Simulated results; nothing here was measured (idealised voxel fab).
Module name: voxel capacitor over wiring (process module)
cross-section cut | 230 nm wide | cells 5 nm
How to read a cross-section here: the picture is a grid of square cells, written as bands going from the top down, and any band can span one or more rows of cells. It is stipulated that each band's entry specify, in nanometres, the height of the top of the band and then that of its bottom, followed by the materials of the band in left-to-right sequence, each together with its width in nanometres. A single material marked by the word "all across" is understood to fill the band from edge to edge; the word "blank" is understood to denote empty space. Heights from 0 (as-received wafer is one material below). Bottom band endless downward, as "0 down". Width spec "30..40" -> top row of cells at first value, bottom row at second value, equal per-row change in between. "nothing got changed" -> step changed no cross-section cell. Under "Enclosed void list" you'll find the enclosed gaps, the ones with no way out to the top, that are 8 cells or bigger; each reads width x height at distance, with distance counted from the left edge, everything in nm. Text after the settings on a step's line: the simulator's own remark on that step. Each step line may optionally specify "overlay nm", which for a step with a mask gives the rightward distance between the mask's planned place and where it lay, a negative value indicating the leftward direction.

Listed below are the process steps as planned
1. op RECEIVE | material Si
2. op CONFORMAL_DEP | material SiO2 | thk nm 10
3. op CONFORMAL_DEP | material SiCN | thk nm 5
4. op DIRECTIONAL_DEP | material lowk | thk nm 20
5. op MASKED_ETCH | tone open | mask id METAL_1 | width nm 30 | pitch nm 90 | etch materials lowk | depth nm 20 | overlay nm 0
6. op MASKED_ETCH | tone open | mask id METAL_1 | width nm 30 | pitch nm 90 | etch materials SiCN | depth nm 5 | overlay nm 0
7. op CONFORMAL_DEP | material TiN | thk nm 5
8. op FILL_DEP | material W | thk nm 10
9. op CMP | height nm 35
10. op EPI | material Ru | thk nm 5
11. op FILL_DEP | material SiCN | thk nm 5
12. op DIRECTIONAL_DEP | material SiO2 | thk nm 15
13. op MASKED_ETCH | tone open | mask id PLUG_1 | width nm 15 | etch materials SiO2 | depth nm 15 | overlay nm 0
14. op MASKED_ETCH | tone open | mask id PLUG_1 | width nm 15 | etch materials SiCN | depth nm 5 | overlay nm 0
15. op EPI | material Ru | thk nm 10
16. op EPI | material Ru | thk nm 10
17. op DIRECTIONAL_DEP | material TiN | thk nm 5
18. op DIRECTIONAL_DEP | material SiN | thk nm 5
19. op DIRECTIONAL_DEP | material TiN | thk nm 5
20. op PATTERN | tone cover | mask id UPPER_PLATE | material resist | width nm 65 | thk nm 15 | overlay nm 0
21. op DIRECTIONAL_ETCH | etch materials TiN | depth nm 5
22. op DIRECTIONAL_ETCH | etch materials SiN | depth nm 5
23. op STRIP | etch materials resist
24. op MASKED_ETCH | tone cover | mask id LOWER_PLATE | width nm 75 | etch materials TiN | depth nm 5 | overlay nm 0
25. op FILL_DEP | material SiO2 | thk nm 20
26. op CMP | height nm 90
27. op PATTERN | tone open | mask id PLUG_2 | material resist | width nm 15 | thk nm 20 | overlay nm 0
28. op DIRECTIONAL_ETCH | etch materials SiO2 | depth nm 15
29. op STRIP | etch materials resist
30. op CONFORMAL_DEP | material TiN | thk nm 5
31. op FILL_DEP | material Ru | thk nm 10
32. op CMP | height nm 90
33. op CONFORMAL_DEP | material SiN | thk nm 5

Incoming wafer, cross-sectional view, post step 1
    0 down = Si all across
    Enclosed void list: none

The first of two wafers, cross-sectioned at the end of the module, with the run proceeding as planned
    95 to 90 = SiN all across
    90 to 80 = SiO2 80 nm, then TiN 5 nm, then Ru 5 nm, then TiN 5 nm, then SiO2 135 nm
    80 to 70 = SiO2 80..70 nm, then TiN 15..65 nm, then SiO2 135..95 nm
    70 to 65 = SiO2 70 nm, then SiN 65 nm, then SiO2 95 nm
    65 to 60 = SiO2 65 nm, then TiN 75 nm, then SiO2 90 nm
    60 to 45 = SiO2 70 nm, then Ru 15 nm, then SiO2 145 nm
    45 to 40 = SiCN 70 nm, then Ru 15 nm, then SiCN 145 nm
    40 to 35 = SiCN 50 nm, then Ru 40 nm, then SiCN 50 nm, then Ru 40 nm, then SiCN 50 nm
    35 to 15 = lowk 55 nm, then TiN 5 nm, then W 20 nm, then TiN 5 nm, then lowk 60 nm, then TiN 5 nm, then W 20 nm, then TiN 5 nm, then lowk 55 nm
    15 to 10 = SiCN 55 nm, then TiN 30 nm, then SiCN 60 nm, then TiN 30 nm, then SiCN 55 nm
    10 to 0 = SiO2 all across
    0 down = Si all across
    Enclosed void list: none

Module end: cross-section of wafer two of two. Same start and process plan as the first wafer. One mistake during execution
    110 to 105 = SiN all across
    105 to 95 = Ru all across
    95 to 90 = TiN 85 nm, then Ru 5 nm, then TiN 140 nm
    90 to 80 = SiO2 80 nm, then TiN 5 nm, then Ru 5 nm, then TiN 5 nm, then SiO2 135 nm
    80 to 70 = SiO2 80..70 nm, then TiN 15..65 nm, then SiO2 135..95 nm
    70 to 65 = SiO2 70 nm, then SiN 65 nm, then SiO2 95 nm
    65 to 60 = SiO2 65 nm, then TiN 75 nm, then SiO2 90 nm
    60 to 45 = SiO2 70 nm, then Ru 15 nm, then SiO2 145 nm
    45 to 40 = SiCN 70 nm, then Ru 15 nm, then SiCN 145 nm
    40 to 35 = SiCN 50 nm, then Ru 40 nm, then SiCN 50 nm, then Ru 40 nm, then SiCN 50 nm
    35 to 15 = lowk 55 nm, then TiN 5 nm, then W 20 nm, then TiN 5 nm, then lowk 60 nm, then TiN 5 nm, then W 20 nm, then TiN 5 nm, then lowk 55 nm
    15 to 10 = SiCN 55 nm, then TiN 30 nm, then SiCN 60 nm, then TiN 30 nm, then SiCN 55 nm
    10 to 0 = SiO2 all across
    0 down = Si all across
    Enclosed void list: none
What broke from the plan during processing? step 32 was left out
FYI, end of process, the second wafer has more or fewer cells of some materials than the first: +93 Ru; +45 TiN
